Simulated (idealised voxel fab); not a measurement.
The document below concerns the process module designated voxel wiring stack.
We display cut, a cross-section 185 nm in width whose square cells are each 5 nm.
Cross-section layout: square cells on a grid; listed as bands, top to bottom; a band spans one or more cell rows. Heads up on the band format: heights come first, top then bottom, in nm. After that it's the materials left to right, each with its width in nm. A single material flagged "full width" fills the whole band edge to edge, and "empty" means there's empty space there. All heights in this document are referenced to 0, defined as the level beneath which the wafer, as received, consists entirely of one material. The lowest band is not bounded below; it extends indefinitely downward and is written in the form "0 -> down". A width such as "30->40" changes by the same amount from each row of cells to the next, from the band's top row to its bottom row. "all unchanged" after a step means that no cell of the cross-section changed. "Sealed void list" - sealed voids, min. 8 cells, no opening to top; format: width x height at distance (distance from left edge; nm throughout). Where a step's line continues beyond its settings, the continuation is a remark by the simulator itself on that step. A step's line can hold "overlay nm"; with a mask on that step, the setting says how far right of the planned place the mask lay, while a negative setting says it lay to the left.
-- Set out below are the planned steps of the process
1 RECEIVE [material Si]
2 CONFORMAL_DEP [material SiO2] [thk nm 15]
3 DIRECTIONAL_DEP [material TiN] [thk nm 5]
4 DIRECTIONAL_DEP [material W] [thk nm 25]
5 DIRECTIONAL_DEP [material aC] [thk nm 10]
6 PATTERN [tone cover] [mask id METAL_1] [material resist] [width nm 25] [pitch nm 55] [thk nm 30] [overlay nm 0]
7 DIRECTIONAL_ETCH [etch materials aC] [depth nm 10]
8 STRIP [etch materials resist]
9 DIRECTIONAL_ETCH [etch materials W] [depth nm 25]
10 DIRECTIONAL_ETCH [etch materials TiN] [depth nm 5]
11 STRIP [etch materials aC]
12 CONFORMAL_DEP [material SiN] [thk nm 5]
13 FILL_DEP [material lowk] [thk nm 5]
14 CMP [height nm 45]
15 CONFORMAL_DEP [material SiCN] [thk nm 5]
16 DIRECTIONAL_DEP [material lowk] [thk nm 20]
17 DIRECTIONAL_DEP [material aC] [thk nm 10]
18 PATTERN [tone open] [mask id PLUG_1] [material resist] [width nm 15] [pitch nm 110] [thk nm 25] [overlay nm 0]
19 DIRECTIONAL_ETCH [etch materials aC] [depth nm 10]
20 STRIP [etch materials resist]
21 DIRECTIONAL_ETCH [etch materials lowk] [depth nm 20]
22 DIRECTIONAL_ETCH [etch materials SiCN] [depth nm 5]
23 STRIP [etch materials aC]
24 CONFORMAL_DEP [material TiN] [thk nm 5]
25 FILL_DEP [material W] [thk nm 5]
26 CMP [height nm 70]
27 CONFORMAL_DEP [material SiN] [thk nm 5]
28 DIRECTIONAL_DEP [material lowk] [thk nm 15]
29 MASKED_ETCH [tone open] [mask id METAL_2] [width nm 25] [pitch nm 55] [etch materials lowk] [depth nm 15] [overlay nm 0]
30 MASKED_ETCH [tone open] [mask id METAL_2] [width nm 25] [pitch nm 55] [etch materials SiN] [depth nm 5] [overlay nm 0]
31 CONFORMAL_DEP [material TiN] [thk nm 5]
32 FILL_DEP [material Cu] [thk nm 10]
33 CMP [height nm 90]
34 EPI [material Ru] [thk nm 5]
35 FILL_DEP [material SiCN] [thk nm 5]
36 DIRECTIONAL_DEP [material lowk] [thk nm 10]
37 PATTERN [tone open] [mask id PLUG_2] [material resist] [width nm 15] [pitch nm 55] [thk nm 15] [overlay nm 0]
38 DIRECTIONAL_ETCH [etch materials lowk] [depth nm 10]
39 DIRECTIONAL_ETCH [etch materials SiCN] [depth nm 5]
40 STRIP [etch materials resist]
41 CONFORMAL_DEP [material TiN] [thk nm 5]
42 FILL_DEP [material W] [thk nm 10]
43 CMP [height nm 110]
44 CONFORMAL_DEP [material SiCN] [thk nm 5]
45 DIRECTIONAL_DEP [material lowk] [thk nm 15]
46 MASKED_ETCH [tone open] [mask id METAL_3] [width nm 25] [pitch nm 55] [etch materials lowk] [depth nm 15] [overlay nm 0]
47 MASKED_ETCH [tone open] [mask id METAL_3] [width nm 25] [pitch nm 55] [etch materials SiCN] [depth nm 5] [overlay nm 0]
48 CONFORMAL_DEP [material TiN] [thk nm 5]
49 FILL_DEP [material Ru] [thk nm 10]
50 CMP [height nm 130]
51 EPI [material Ru] [thk nm 5]
52 FILL_DEP [material SiCN] [thk nm 5]
-- Account of the first of two wafers, which was processed as intended
-- Shown in cross-section is the wafer as received, that is, as it stands after step 1
    0 -> down | Si full width
    Sealed void list: none
-- Step 2 complete: cross-section through the wafer
    15 -> 0 | SiO2 full width
    No changes below 0.
-- Step 3 complete: cross-section through the wafer
    20 -> 15 | TiN full width
    No changes below 15.
-- Step 4 complete: cross-section through the wafer
    45 -> 20 | W full width
    No changes below 20.
-- Step 5 complete: cross-section through the wafer
    55 -> 45 | aC full width
    No changes below 45.
-- Step 6 complete: cross-section through the wafer
    85 -> 55 | empty 25 nm / resist 25 nm / empty 30 nm / resist 25 nm / empty 30 nm / resist 25 nm / empty 25 nm
    No changes below 55.
-- Step 7 complete: cross-section through the wafer
    75 -> 55 | empty 25 nm / resist 25 nm / empty 30 nm / resist 25 nm / empty 30 nm / resist 25 nm / empty 25 nm
    55 -> 45 | empty 25 nm / aC 25 nm / empty 30 nm / aC 25 nm / empty 30 nm / aC 25 nm / empty 25 nm
    No changes below 45.
-- Step 8 complete: cross-section through the wafer
    55 -> 45 | empty 25 nm / aC 25 nm / empty 30 nm / aC 25 nm / empty 30 nm / aC 25 nm / empty 25 nm
    No changes below 45.
-- Step 9 complete: cross-section through the wafer
    55 -> 45 | empty 25 nm / aC 25 nm / empty 30 nm / aC 25 nm / empty 30 nm / aC 25 nm / empty 25 nm
    45 -> 20 | empty 25 nm / W 25 nm / empty 30 nm / W 25 nm / empty 30 nm / W 25 nm / empty 25 nm
    No changes below 20.
-- Step 10 complete: cross-section through the wafer
    55 -> 45 | empty 25 nm / aC 25 nm / empty 30 nm / aC 25 nm / empty 30 nm / aC 25 nm / empty 25 nm
    45 -> 20 | empty 25 nm / W 25 nm / empty 30 nm / W 25 nm / empty 30 nm / W 25 nm / empty 25 nm
    20 -> 15 | empty 25 nm / TiN 25 nm / empty 30 nm / TiN 25 nm / empty 30 nm / TiN 25 nm / empty 25 nm
    No changes below 15.
-- Step 11 complete: cross-section through the wafer
    45 -> 20 | empty 25 nm / W 25 nm / empty 30 nm / W 25 nm / empty 30 nm / W 25 nm / empty 25 nm
    No changes below 20.
-- Step 12 complete: cross-section through the wafer
    50 -> 45 | empty 20 nm / SiN 35 nm / empty 20 nm / SiN 35 nm / empty 20 nm / SiN 35 nm / empty 20 nm
    45 -> 20 | empty 20 nm / SiN 5 nm / W 25 nm / SiN 5 nm / empty 20 nm / SiN 5 nm / W 25 nm / SiN 5 nm / empty 20 nm / SiN 5 nm / W 25 nm / SiN 5 nm / empty 20 nm
    20 -> 15 | SiN 25 nm / TiN 25 nm / SiN 30 nm / TiN 25 nm / SiN 30 nm / TiN 25 nm / SiN 25 nm
    No changes below 15.
-- Step 13 complete: cross-section through the wafer
    55 -> 50 | lowk full width
    50 -> 45 | lowk 20 nm / SiN 35 nm / lowk 20 nm / SiN 35 nm / lowk 20 nm / SiN 35 nm / lowk 20 nm
    45 -> 20 | lowk 20 nm / SiN 5 nm / W 25 nm / SiN 5 nm / lowk 20 nm / SiN 5 nm / W 25 nm / SiN 5 nm / lowk 20 nm / SiN 5 nm / W 25 nm / SiN 5 nm / lowk 20 nm
    No changes below 20.
-- Step 14 complete: cross-section through the wafer
    45 -> 20 | lowk 20 nm / SiN 5 nm / W 25 nm / SiN 5 nm / lowk 20 nm / SiN 5 nm / W 25 nm / SiN 5 nm / lowk 20 nm / SiN 5 nm / W 25 nm / SiN 5 nm / lowk 20 nm
    No changes below 20.
-- Step 15 complete: cross-section through the wafer
    50 -> 45 | SiCN full width
    No changes below 45.
-- Step 16 complete: cross-section through the wafer
    70 -> 50 | lowk full width
    No changes below 50.
-- Step 17 complete: cross-section through the wafer
    80 -> 70 | aC full width
    No changes below 70.
-- Step 18 complete: cross-section through the wafer
    105 -> 80 | resist 25 nm / empty 15 nm / resist 95 nm / empty 15 nm / resist 35 nm
    No changes below 80.
-- Step 19 complete: cross-section through the wafer
    95 -> 80 | resist 25 nm / empty 15 nm / resist 95 nm / empty 15 nm / resist 35 nm
    80 -> 70 | aC 25 nm / empty 15 nm / aC 95 nm / empty 15 nm / aC 35 nm
    No changes below 70.
-- Step 20 complete: cross-section through the wafer
    80 -> 70 | aC 25 nm / empty 15 nm / aC 95 nm / empty 15 nm / aC 35 nm
    No changes below 70.
-- Step 21 complete: cross-section through the wafer
    80 -> 70 | aC 25 nm / empty 15 nm / aC 95 nm / empty 15 nm / aC 35 nm
    70 -> 50 | lowk 25 nm / empty 15 nm / lowk 95 nm / empty 15 nm / lowk 35 nm
    No changes below 50.
-- Step 22 complete: cross-section through the wafer
    80 -> 70 | aC 25 nm / empty 15 nm / aC 95 nm / empty 15 nm / aC 35 nm
    70 -> 50 | lowk 25 nm / empty 15 nm / lowk 95 nm / empty 15 nm / lowk 35 nm
    50 -> 45 | SiCN 25 nm / empty 15 nm / SiCN 95 nm / empty 15 nm / SiCN 35 nm
    No changes below 45.
-- Step 23 complete: cross-section through the wafer
    70 -> 50 | lowk 25 nm / empty 15 nm / lowk 95 nm / empty 15 nm / lowk 35 nm
    No changes below 50.
-- Step 24 complete: cross-section through the wafer
    75 -> 70 | TiN 30 nm / empty 5 nm / TiN 105 nm / empty 5 nm / TiN 40 nm
    70 -> 50 | lowk 25 nm / TiN 5 nm / empty 5 nm / TiN 5 nm / lowk 95 nm / TiN 5 nm / empty 5 nm / TiN 5 nm / lowk 35 nm
    50 -> 45 | SiCN 25 nm / TiN 15 nm / SiCN 95 nm / TiN 15 nm / SiCN 35 nm
    No changes below 45.
-- Step 25 complete: cross-section through the wafer
    80 -> 75 | W full width
    75 -> 70 | TiN 30 nm / W 5 nm / TiN 105 nm / W 5 nm / TiN 40 nm
    70 -> 50 | lowk 25 nm / TiN 5 nm / W 5 nm / TiN 5 nm / lowk 95 nm / TiN 5 nm / W 5 nm / TiN 5 nm / lowk 35 nm
    No changes below 50.
-- Step 26 complete: cross-section through the wafer
    70 -> 50 | lowk 25 nm / TiN 5 nm / W 5 nm / TiN 5 nm / lowk 95 nm / TiN 5 nm / W 5 nm / TiN 5 nm / lowk 35 nm
    No changes below 50.
-- Step 27 complete: cross-section through the wafer
    75 -> 70 | SiN full width
    No changes below 70.
-- Step 28 complete: cross-section through the wafer
    90 -> 75 | lowk full width
    No changes below 75.
-- Step 29 complete: cross-section through the wafer
    90 -> 75 | lowk 25 nm / empty 25 nm / lowk 30 nm / empty 25 nm / lowk 30 nm / empty 25 nm / lowk 25 nm
    No changes below 75.
-- Step 30 complete: cross-section through the wafer
    90 -> 75 | lowk 25 nm / empty 25 nm / lowk 30 nm / empty 25 nm / lowk 30 nm / empty 25 nm / lowk 25 nm
    75 -> 70 | SiN 25 nm / empty 25 nm / SiN 30 nm / empty 25 nm / SiN 30 nm / empty 25 nm / SiN 25 nm
    No changes below 70.
-- Step 31 complete: cross-section through the wafer
    95 -> 90 | TiN 30 nm / empty 15 nm / TiN 40 nm / empty 15 nm / TiN 40 nm / empty 15 nm / TiN 30 nm
    90 -> 75 | lowk 25 nm / TiN 5 nm / empty 15 nm / TiN 5 nm / lowk 30 nm / TiN 5 nm / empty 15 nm / TiN 5 nm / lowk 30 nm / TiN 5 nm / empty 15 nm / TiN 5 nm / lowk 25 nm
    75 -> 70 | SiN 25 nm / TiN 25 nm / SiN 30 nm / TiN 25 nm / SiN 30 nm / TiN 25 nm / SiN 25 nm
    No changes below 70.
-- Step 32 complete: cross-section through the wafer
    105 -> 95 | Cu full width
    95 -> 90 | TiN 30 nm / Cu 15 nm / TiN 40 nm / Cu 15 nm / TiN 40 nm / Cu 15 nm / TiN 30 nm
    90 -> 75 | lowk 25 nm / TiN 5 nm / Cu 15 nm / TiN 5 nm / lowk 30 nm / TiN 5 nm / Cu 15 nm / TiN 5 nm / lowk 30 nm / TiN 5 nm / Cu 15 nm / TiN 5 nm / lowk 25 nm
    No changes below 75.
-- Step 33 complete: cross-section through the wafer
    90 -> 75 | lowk 25 nm / TiN 5 nm / Cu 15 nm / TiN 5 nm / lowk 30 nm / TiN 5 nm / Cu 15 nm / TiN 5 nm / lowk 30 nm / TiN 5 nm / Cu 15 nm / TiN 5 nm / lowk 25 nm
    No changes below 75.
-- Step 34 complete: cross-section through the wafer
    95 -> 90 | empty 20 nm / Ru 35 nm / empty 20 nm / Ru 35 nm / empty 20 nm / Ru 35 nm / empty 20 nm
    No changes below 90.
-- Step 35 complete: cross-section through the wafer
    100 -> 95 | SiCN full width
    95 -> 90 | SiCN 20 nm / Ru 35 nm / SiCN 20 nm / Ru 35 nm / SiCN 20 nm / Ru 35 nm / SiCN 20 nm
    No changes below 90.
-- Step 36 complete: cross-section through the wafer
    110 -> 100 | lowk full width
    No changes below 100.
-- Step 37 complete: cross-section through the wafer
    125 -> 110 | resist 25 nm / empty 15 nm / resist 40 nm / empty 15 nm / resist 40 nm / empty 15 nm / resist 35 nm
    No changes below 110.
-- Step 38 complete: cross-section through the wafer
    125 -> 110 | resist 25 nm / empty 15 nm / resist 40 nm / empty 15 nm / resist 40 nm / empty 15 nm / resist 35 nm
    110 -> 100 | lowk 25 nm / empty 15 nm / lowk 40 nm / empty 15 nm / lowk 40 nm / empty 15 nm / lowk 35 nm
    No changes below 100.
-- Step 39 complete: cross-section through the wafer
    125 -> 110 | resist 25 nm / empty 15 nm / resist 40 nm / empty 15 nm / resist 40 nm / empty 15 nm / resist 35 nm
    110 -> 100 | lowk 25 nm / empty 15 nm / lowk 40 nm / empty 15 nm / lowk 40 nm / empty 15 nm / lowk 35 nm
    100 -> 95 | SiCN 25 nm / empty 15 nm / SiCN 40 nm / empty 15 nm / SiCN 40 nm / empty 15 nm / SiCN 35 nm
    No changes below 95.
-- Step 40 complete: cross-section through the wafer
    110 -> 100 | lowk 25 nm / empty 15 nm / lowk 40 nm / empty 15 nm / lowk 40 nm / empty 15 nm / lowk 35 nm
    No changes below 100.
-- Step 41 complete: cross-section through the wafer
    115 -> 110 | TiN 30 nm / empty 5 nm / TiN 50 nm / empty 5 nm / TiN 50 nm / empty 5 nm / TiN 40 nm
    110 -> 100 | lowk 25 nm / TiN 5 nm / empty 5 nm / TiN 5 nm / lowk 40 nm / TiN 5 nm / empty 5 nm / TiN 5 nm / lowk 40 nm / TiN 5 nm / empty 5 nm / TiN 5 nm / lowk 35 nm
    100 -> 95 | SiCN 25 nm / TiN 15 nm / SiCN 40 nm / TiN 15 nm / SiCN 40 nm / TiN 15 nm / SiCN 35 nm
    No changes below 95.
-- Step 42 complete: cross-section through the wafer
    125 -> 115 | W full width
    115 -> 110 | TiN 30 nm / W 5 nm / TiN 50 nm / W 5 nm / TiN 50 nm / W 5 nm / TiN 40 nm
    110 -> 100 | lowk 25 nm / TiN 5 nm / W 5 nm / TiN 5 nm / lowk 40 nm / TiN 5 nm / W 5 nm / TiN 5 nm / lowk 40 nm / TiN 5 nm / W 5 nm / TiN 5 nm / lowk 35 nm
    No changes below 100.
-- Step 43 complete: cross-section through the wafer
    110 -> 100 | lowk 25 nm / TiN 5 nm / W 5 nm / TiN 5 nm / lowk 40 nm / TiN 5 nm / W 5 nm / TiN 5 nm / lowk 40 nm / TiN 5 nm / W 5 nm / TiN 5 nm / lowk 35 nm
    No changes below 100.
-- Step 44 complete: cross-section through the wafer
    115 -> 110 | SiCN full width
    No changes below 110.
-- Step 45 complete: cross-section through the wafer
    130 -> 115 | lowk full width
    No changes below 115.
-- Step 46 complete: cross-section through the wafer
    130 -> 115 | lowk 25 nm / empty 25 nm / lowk 30 nm / empty 25 nm / lowk 30 nm / empty 25 nm / lowk 25 nm
    No changes below 115.
-- Step 47 complete: cross-section through the wafer
    130 -> 115 | lowk 25 nm / empty 25 nm / lowk 30 nm / empty 25 nm / lowk 30 nm / empty 25 nm / lowk 25 nm
    115 -> 110 | SiCN 25 nm / empty 25 nm / SiCN 30 nm / empty 25 nm / SiCN 30 nm / empty 25 nm / SiCN 25 nm
    No changes below 110.
-- Step 48 complete: cross-section through the wafer
    135 -> 130 | TiN 30 nm / empty 15 nm / TiN 40 nm / empty 15 nm / TiN 40 nm / empty 15 nm / TiN 30 nm
    130 -> 115 | lowk 25 nm / TiN 5 nm / empty 15 nm / TiN 5 nm / lowk 30 nm / TiN 5 nm / empty 15 nm / TiN 5 nm / lowk 30 nm / TiN 5 nm / empty 15 nm / TiN 5 nm / lowk 25 nm
    115 -> 110 | SiCN 25 nm / TiN 25 nm / SiCN 30 nm / TiN 25 nm / SiCN 30 nm / TiN 25 nm / SiCN 25 nm
    No changes below 110.
-- Step 49 complete: cross-section through the wafer
    145 -> 135 | Ru full width
    135 -> 130 | TiN 30 nm / Ru 15 nm / TiN 40 nm / Ru 15 nm / TiN 40 nm / Ru 15 nm / TiN 30 nm
    130 -> 115 | lowk 25 nm / TiN 5 nm / Ru 15 nm / TiN 5 nm / lowk 30 nm / TiN 5 nm / Ru 15 nm / TiN 5 nm / lowk 30 nm / TiN 5 nm / Ru 15 nm / TiN 5 nm / lowk 25 nm
    No changes below 115.
-- Step 50 complete: cross-section through the wafer
    130 -> 115 | lowk 25 nm / TiN 5 nm / Ru 15 nm / TiN 5 nm / lowk 30 nm / TiN 5 nm / Ru 15 nm / TiN 5 nm / lowk 30 nm / TiN 5 nm / Ru 15 nm / TiN 5 nm / lowk 25 nm
    No changes below 115.
-- Step 51 complete: cross-section through the wafer
    135 -> 130 | empty 20 nm / Ru 35 nm / empty 20 nm / Ru 35 nm / empty 20 nm / Ru 35 nm / empty 20 nm
    No changes below 130.
-- Step 52 complete: cross-section through the wafer
    140 -> 135 | SiCN full width
    135 -> 130 | SiCN 20 nm / Ru 35 nm / SiCN 20 nm / Ru 35 nm / SiCN 20 nm / Ru 35 nm / SiCN 20 nm
    No changes below 130.
-- Second wafer, same starting conditions and recipe as the first, one mistake in executing it, nothing differs from the first up to and including step 27
Cross-section of the second wafer at the time by which step 28 should have been completed according to the plan: all unchanged
Cross-section of the second wafer at the time by which step 29 should have been completed according to the plan: all unchanged
-- Cross-section of the second wafer at the time by which step 30 should have been completed according to the plan
    75 -> 70 | SiN 25 nm / empty 25 nm / SiN 30 nm / empty 25 nm / SiN 30 nm / empty 25 nm / SiN 25 nm
    No changes below 70.
-- Cross-section of the second wafer at the time by which step 31 should have been completed according to the plan
    80 -> 75 | TiN 30 nm / empty 15 nm / TiN 40 nm / empty 15 nm / TiN 40 nm / empty 15 nm / TiN 30 nm
    75 -> 70 | SiN 25 nm / TiN 25 nm / SiN 30 nm / TiN 25 nm / SiN 30 nm / TiN 25 nm / SiN 25 nm
    No changes below 70.
-- Cross-section of the second wafer at the time by which step 32 should have been completed according to the plan
    90 -> 80 | Cu full width
    80 -> 75 | TiN 30 nm / Cu 15 nm / TiN 40 nm / Cu 15 nm / TiN 40 nm / Cu 15 nm / TiN 30 nm
    No changes below 75.
Cross-section of the second wafer at the time by which step 33 should have been completed according to the plan: all unchanged
-- Cross-section of the second wafer at the time by which step 34 should have been completed according to the plan
    95 -> 90 | Ru full width
    No changes below 90.
-- Cross-section of the second wafer at the time by which step 35 should have been completed according to the plan
    100 -> 95 | SiCN full width
    No changes below 95.
-- Cross-section of the second wafer at the time by which step 36 should have been completed according to the plan
    110 -> 100 | lowk full width
    No changes below 100.
-- Cross-section of the second wafer at the time by which step 37 should have been completed according to the plan
    125 -> 110 | resist 25 nm / empty 15 nm / resist 40 nm / empty 15 nm / resist 40 nm / empty 15 nm / resist 35 nm
    No changes below 110.
-- Cross-section of the second wafer at the time by which step 38 should have been completed according to the plan
    125 -> 110 | resist 25 nm / empty 15 nm / resist 40 nm / empty 15 nm / resist 40 nm / empty 15 nm / resist 35 nm
    110 -> 100 | lowk 25 nm / empty 15 nm / lowk 40 nm / empty 15 nm / lowk 40 nm / empty 15 nm / lowk 35 nm
    No changes below 100.
-- Cross-section of the second wafer at the time by which step 39 should have been completed according to the plan
    125 -> 110 | resist 25 nm / empty 15 nm / resist 40 nm / empty 15 nm / resist 40 nm / empty 15 nm / resist 35 nm
    110 -> 100 | lowk 25 nm / empty 15 nm / lowk 40 nm / empty 15 nm / lowk 40 nm / empty 15 nm / lowk 35 nm
    100 -> 95 | SiCN 25 nm / empty 15 nm / SiCN 40 nm / empty 15 nm / SiCN 40 nm / empty 15 nm / SiCN 35 nm
    No changes below 95.
-- Cross-section of the second wafer at the time by which step 40 should have been completed according to the plan
    110 -> 100 | lowk 25 nm / empty 15 nm / lowk 40 nm / empty 15 nm / lowk 40 nm / empty 15 nm / lowk 35 nm
    No changes below 100.
-- Cross-section of the second wafer at the time by which step 41 should have been completed according to the plan
    115 -> 110 | TiN 30 nm / empty 5 nm / TiN 50 nm / empty 5 nm / TiN 50 nm / empty 5 nm / TiN 40 nm
    110 -> 100 | lowk 25 nm / TiN 5 nm / empty 5 nm / TiN 5 nm / lowk 40 nm / TiN 5 nm / empty 5 nm / TiN 5 nm / lowk 40 nm / TiN 5 nm / empty 5 nm / TiN 5 nm / lowk 35 nm
    100 -> 95 | SiCN 25 nm / TiN 15 nm / SiCN 40 nm / TiN 15 nm / SiCN 40 nm / TiN 15 nm / SiCN 35 nm
    No changes below 95.
-- Cross-section of the second wafer at the time by which step 42 should have been completed according to the plan
    125 -> 115 | W full width
    115 -> 110 | TiN 30 nm / W 5 nm / TiN 50 nm / W 5 nm / TiN 50 nm / W 5 nm / TiN 40 nm
    110 -> 100 | lowk 25 nm / TiN 5 nm / W 5 nm / TiN 5 nm / lowk 40 nm / TiN 5 nm / W 5 nm / TiN 5 nm / lowk 40 nm / TiN 5 nm / W 5 nm / TiN 5 nm / lowk 35 nm
    No changes below 100.
-- Cross-section of the second wafer at the time by which step 43 should have been completed according to the plan
    110 -> 100 | lowk 25 nm / TiN 5 nm / W 5 nm / TiN 5 nm / lowk 40 nm / TiN 5 nm / W 5 nm / TiN 5 nm / lowk 40 nm / TiN 5 nm / W 5 nm / TiN 5 nm / lowk 35 nm
    No changes below 100.
-- Cross-section of the second wafer at the time by which step 44 should have been completed according to the plan
    115 -> 110 | SiCN full width
    No changes below 110.
-- Cross-section of the second wafer at the time by which step 45 should have been completed according to the plan
    130 -> 115 | lowk full width
    No changes below 115.
-- Cross-section of the second wafer at the time by which step 46 should have been completed according to the plan
    130 -> 115 | lowk 25 nm / empty 25 nm / lowk 30 nm / empty 25 nm / lowk 30 nm / empty 25 nm / lowk 25 nm
    No changes below 115.
-- Cross-section of the second wafer at the time by which step 47 should have been completed according to the plan
    130 -> 115 | lowk 25 nm / empty 25 nm / lowk 30 nm / empty 25 nm / lowk 30 nm / empty 25 nm / lowk 25 nm
    115 -> 110 | SiCN 25 nm / empty 25 nm / SiCN 30 nm / empty 25 nm / SiCN 30 nm / empty 25 nm / SiCN 25 nm
    No changes below 110.
-- Cross-section of the second wafer at the time by which step 48 should have been completed according to the plan
    135 -> 130 | TiN 30 nm / empty 15 nm / TiN 40 nm / empty 15 nm / TiN 40 nm / empty 15 nm / TiN 30 nm
    130 -> 115 | lowk 25 nm / TiN 5 nm / empty 15 nm / TiN 5 nm / lowk 30 nm / TiN 5 nm / empty 15 nm / TiN 5 nm / lowk 30 nm / TiN 5 nm / empty 15 nm / TiN 5 nm / lowk 25 nm
    115 -> 110 | SiCN 25 nm / TiN 25 nm / SiCN 30 nm / TiN 25 nm / SiCN 30 nm / TiN 25 nm / SiCN 25 nm
    No changes below 110.
-- Cross-section of the second wafer at the time by which step 49 should have been completed according to the plan
    145 -> 135 | Ru full width
    135 -> 130 | TiN 30 nm / Ru 15 nm / TiN 40 nm / Ru 15 nm / TiN 40 nm / Ru 15 nm / TiN 30 nm
    130 -> 115 | lowk 25 nm / TiN 5 nm / Ru 15 nm / TiN 5 nm / lowk 30 nm / TiN 5 nm / Ru 15 nm / TiN 5 nm / lowk 30 nm / TiN 5 nm / Ru 15 nm / TiN 5 nm / lowk 25 nm
    No changes below 115.
-- Cross-section of the second wafer at the time by which step 50 should have been completed according to the plan
    130 -> 115 | lowk 25 nm / TiN 5 nm / Ru 15 nm / TiN 5 nm / lowk 30 nm / TiN 5 nm / Ru 15 nm / TiN 5 nm / lowk 30 nm / TiN 5 nm / Ru 15 nm / TiN 5 nm / lowk 25 nm
    No changes below 115.
-- Cross-section of the second wafer at the time by which step 51 should have been completed according to the plan
    135 -> 130 | empty 20 nm / Ru 35 nm / empty 20 nm / Ru 35 nm / empty 20 nm / Ru 35 nm / empty 20 nm
    No changes below 130.
-- Cross-section of the second wafer at the time by which step 52 should have been completed according to the plan
    140 -> 135 | SiCN full width
    135 -> 130 | SiCN 20 nm / Ru 35 nm / SiCN 20 nm / Ru 35 nm / SiCN 20 nm / Ru 35 nm / SiCN 20 nm
    No changes below 130.
Short version of what went wrong: skipped: plan step 28 (never run)
Materials where the second wafer ends with more or fewer cells than the first: 56 more of Cu; 16 more of Ru; 16 fewer of SiCN; 10 more of TiN; 66 fewer of lowk
